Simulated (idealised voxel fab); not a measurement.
Proc. module: voxel gate over fins
The figure presents cross-section cut, which has a width of 210 nm and is divided into square cells with an edge length of 5 nm.
Cross-section = grid of square cells, listed top down in bands; band = one or more rows. Basically the band line says how high the top is and how high the bottom is, in nm, and then what's in it from left to right, every material with its width in nm. Empty space shows up as "empty", and if a single material carries "full width" it runs the full band edge to edge. Note: height 0 marks the level under which the wafer is uniformly one material as received. Lowest band unbounded below, written "0 -> down". Quick explanation for "30 to 40": the width changes in equal steps down the rows of cells, from the first number in the band's top row to the second number in its bottom row. For the purposes of this document, the phrase "no alteration" attached to a step denotes that no cell within the cross-section was modified by that step. Empty spaces without an open route to the top, at least 8 cells in extent, make up the entry "Closed internal voids"; each is given as width x height at distance, where the distance is measured from the left edge, and all are in nm. Where a step's line continues beyond its settings, the continuation is a remark by the simulator itself on that step. When a step includes a mask, the "overlay nm" setting on its line states how far to the right of its planned place that mask lay, and negative values state how far to the left.

-- The planned process steps are enumerated hereunder
1) RECEIVE,material Si
2) CONFORMAL_DEP,material SiN,thk nm 10
3) DIRECTIONAL_DEP,material aC,thk nm 15
4) PATTERN,tone cover,mask id FINS,material resist,width nm 15,pitch nm 50,thk nm 30,overlay nm 0
5) DIRECTIONAL_ETCH,etch materials aC,depth nm 15
6) STRIP,etch materials resist
7) DIRECTIONAL_ETCH,etch materials SiN,depth nm 10
8) DIRECTIONAL_ETCH,etch materials Si,depth nm 35
9) STRIP,etch materials aC
10) FILL_DEP,material SiO2,thk nm 10
11) CMP,height nm 10
12) MASKED_ETCH,tone open,mask id RAIL,width nm 15,etch materials SiO2,depth nm 40,overlay nm 0
13) CONFORMAL_DEP,material TiN,thk nm 5
14) FILL_DEP,material W,thk nm 5
15) CMP,height nm 10
16) SELECTIVE_ETCH,etch materials W Ru TiN,depth nm 25
17) FILL_DEP,material SiO2,thk nm 5
18) CMP,height nm 10
19) SELECTIVE_ETCH,etch materials SiO2,depth nm 20
20) STRIP,etch materials SiN
21) CONFORMAL_DEP,material HfO2,thk nm 5
22) CONFORMAL_DEP,material TiN,thk nm 5
23) CONFORMAL_DEP,material TiAl,thk nm 5
24) CONFORMAL_DEP,material TiN,thk nm 5
25) FILL_DEP,material W,thk nm 15
26) CMP,height nm 30
27) CONFORMAL_DEP,material SiN,thk nm 5

-- Cross-section of the wafer as it came to us, i.e., already through step 1
- 0 -> down  Si full width
- Closed internal voids: none

-- End-of-module XS, first of two wafers, run as planned
- 35 -> 30  SiN full width
- 30 -> 20  W full width
- 20 -> 15  W: 25 / TiN: 155 / W: 30
- 15 -> 10  W: 25 / TiN: 5 / TiAl: 45 / TiN: 5 / TiAl: 45 / TiN: 5 / TiAl: 45 / TiN: 5 / W: 30
- 10 -> 5  TiN: 30 / TiAl: 5 / TiN: 35 / TiAl: 5 / TiN: 5 / TiAl: 5 / TiN: 35 / TiAl: 5 / TiN: 5 / TiAl: 5 / TiN: 35 / TiAl: 5 / TiN: 35
- 5 -> 0  TiAl: 35 / TiN: 5 / HfO2: 25 / TiN: 5 / TiAl: 15 / TiN: 5 / HfO2: 25 / TiN: 5 / TiAl: 15 / TiN: 5 / HfO2: 25 / TiN: 5 / TiAl: 40
- 0 -> -5  TiN: 40 / HfO2: 5 / Si: 15 / HfO2: 5 / TiN: 25 / HfO2: 5 / Si: 15 / HfO2: 5 / TiN: 25 / HfO2: 5 / Si: 15 / HfO2: 5 / TiN: 45
- -5 -> -10  HfO2: 45 / Si: 15 / HfO2: 35 / Si: 15 / HfO2: 35 / Si: 15 / HfO2: 50
- -10 -> -15  SiO2: 45 / Si: 15 / SiO2: 35 / Si: 15 / SiO2: 35 / Si: 15 / SiO2: 50
- -15 -> -25  SiO2: 45 / Si: 15 / SiO2: 10 / TiN: 5 / W: 5 / TiN: 5 / SiO2: 10 / Si: 15 / SiO2: 35 / Si: 15 / SiO2: 50
- -25 -> -30  SiO2: 45 / Si: 15 / SiO2: 10 / TiN: 15 / SiO2: 10 / Si: 15 / SiO2: 35 / Si: 15 / SiO2: 50
- -30 -> -35  SiO2: 45 / Si: 15 / SiO2: 35 / Si: 15 / SiO2: 35 / Si: 15 / SiO2: 50
- -35 -> down  Si full width
- Closed internal voids: none

-- Cross-section at end of module for the second wafer of two, which matched the first in starting point and plan and differed by one mistake in its processing
- 35 -> 30  SiN full width
- 30 -> 25  TiN full width
- 25 -> 20  TiAl full width
- 20 -> 15  TiN full width
- 15 -> 0  HfO2 full width
- 0 -> down  Si full width
- Closed internal voids: none
Against the plan, the run slipped here: heads up, step 2 didn't go per plan, it actually ran as CONFORMAL_DEP,material HfO2,thk nm 10
at the end the second wafer has, in cells: HfO2: 72 more; Si: 231 more; SiO2: 156 fewer; TiAl: 12 fewer; TiN: 27 fewer; W: 108 fewer
